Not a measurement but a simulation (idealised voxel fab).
The following is a process module called voxel self aligned vias.
Section shown: cut. Width: 240 nm. Cell size: 5 nm, square.
Each cross-section below is a grid of square cells, stated as bands in top-down order, with one or more rows of cells making up each band. Quick guide to a band line: top height, bottom height (nm) up front; then every material left to right with its width in nm. Only one material and it's marked "throughout"? Then it fills the band edge to edge. And "empty" just means empty space. Counting heights begins at 0, where everything beneath is, in the wafer as received, one material. The lowest band has no bottom; it goes on downwards, as "0 nm and below" shows. It should be noted that a width expressed as "30 to 40" varies in equal increments from row to row of cells within the band, taking the value of the first number at the top row and that of the second number at the bottom row. The cross-section has no changed cell in any step marked "everything unchanged". Voids not open to the top, 8 cells minimum: see "Sealed-off cavities". Written width x height at distance; distance is from the left edge; nm. Heads up: the bit after the settings on a step's line is the simulator's remark on that step. overlay nm: right-of-plan distance of the mask on a masked step; negative values mean left-of-plan.

Intended process steps
1) RECEIVE, material Si
2) CONFORMAL_DEP, material SiO2, thk nm 15
3) CONFORMAL_DEP, material SiCN, thk nm 5
4) DIRECTIONAL_DEP, material SiO2, thk nm 20
5) DIRECTIONAL_DEP, material aC, thk nm 10
6) PATTERN, tone open, mask id LINES, material resist, width nm 25, pitch nm 55, thk nm 30, overlay nm 0
7) DIRECTIONAL_ETCH, etch materials aC, depth nm 10
8) STRIP, etch materials resist
9) DIRECTIONAL_ETCH, etch materials SiO2, depth nm 20
10) STRIP, etch materials aC
11) CONFORMAL_DEP, material TiN, thk nm 5
12) FILL_DEP, material W, thk nm 5
13) CMP, height nm 40
14) SELECTIVE_ETCH, etch materials W Ru TiN, depth nm 5
15) FILL_DEP, material SiN, thk nm 5
16) CMP, height nm 40
17) DIRECTIONAL_DEP, material SiO2, thk nm 20
18) DIRECTIONAL_DEP, material aC, thk nm 10
19) PATTERN, tone open, mask id VIAS, material resist, width nm 35, pitch nm 55, thk nm 25, overlay nm 0
20) DIRECTIONAL_ETCH, etch materials aC, depth nm 10
21) STRIP, etch materials resist
22) DIRECTIONAL_ETCH, etch materials SiO2, depth nm 20
23) DIRECTIONAL_ETCH, etch materials SiN, depth nm 5
24) STRIP, etch materials aC
25) CONFORMAL_DEP, material TiN, thk nm 5
26) FILL_DEP, material Ru, thk nm 5
27) CMP, height nm 60
28) CONFORMAL_DEP, material SiN, thk nm 5

As-received state of the wafer in cross-section, equivalent to post-step 1
> 0 nm and below: Si throughout
> Sealed-off cavities: none

First of two wafers: cross-section at end of module, run per plan
> 65 nm to 60 nm: SiN throughout
> 60 nm to 45 nm: 75 SiO2 | 5 TiN | 25 Ru | 5 TiN | 20 SiO2 | 5 TiN | 25 Ru | 5 TiN | 75 SiO2
> 45 nm to 40 nm: 75 SiO2 | 10 TiN | 15 Ru | 10 TiN | 20 SiO2 | 10 TiN | 15 Ru | 10 TiN | 75 SiO2
> 40 nm to 35 nm: 80 SiO2 | 25 TiN | 30 SiO2 | 25 TiN | 80 SiO2
> 35 nm to 25 nm: 80 SiO2 | 5 TiN | 15 W | 5 TiN | 30 SiO2 | 5 TiN | 15 W | 5 TiN | 80 SiO2
> 25 nm to 20 nm: 80 SiO2 | 25 TiN | 30 SiO2 | 25 TiN | 80 SiO2
> 20 nm to 15 nm: SiCN throughout
> 15 nm to 0 nm: SiO2 throughout
> 0 nm and below: Si throughout
> Sealed-off cavities: none

This cross-section belongs to the second wafer of two at the end of the module; the start and the plan were shared with the first, and the run included one mistake
> 65 nm to 60 nm: SiN throughout
> 60 nm to 45 nm: 75 SiO2 | 5 TiN | 25 Ru | 5 TiN | 20 SiO2 | 5 TiN | 25 Ru | 5 TiN | 75 SiO2
> 45 nm to 40 nm: 75 SiO2 | 35 TiN | 20 SiO2 | 35 TiN | 75 SiO2
> 40 nm to 35 nm: 75 SiN | 5 TiN | 25 SiO2 | 5 TiN | 20 SiN | 5 TiN | 25 SiO2 | 5 TiN | 75 SiN
> 35 nm to 25 nm: 75 W | 5 TiN | 25 SiO2 | 5 TiN | 20 W | 5 TiN | 25 SiO2 | 5 TiN | 75 W
> 25 nm to 20 nm: 80 TiN | 25 SiO2 | 30 TiN | 25 SiO2 | 80 TiN
> 20 nm to 15 nm: SiCN throughout
> 15 nm to 0 nm: SiO2 throughout
> 0 nm and below: Si throughout
> Sealed-off cavities: none
What broke from the plan during processing? step 6 deviated from plan and actually ran as PATTERN, tone cover, mask id LINES, material resist, width nm 25, pitch nm 55, thk nm 30, overlay nm 0
Final wafer comparison in cells, second versus first, more or fewer per material: Ru -6; SiN +34; SiO2 -112; TiN +28; W +56
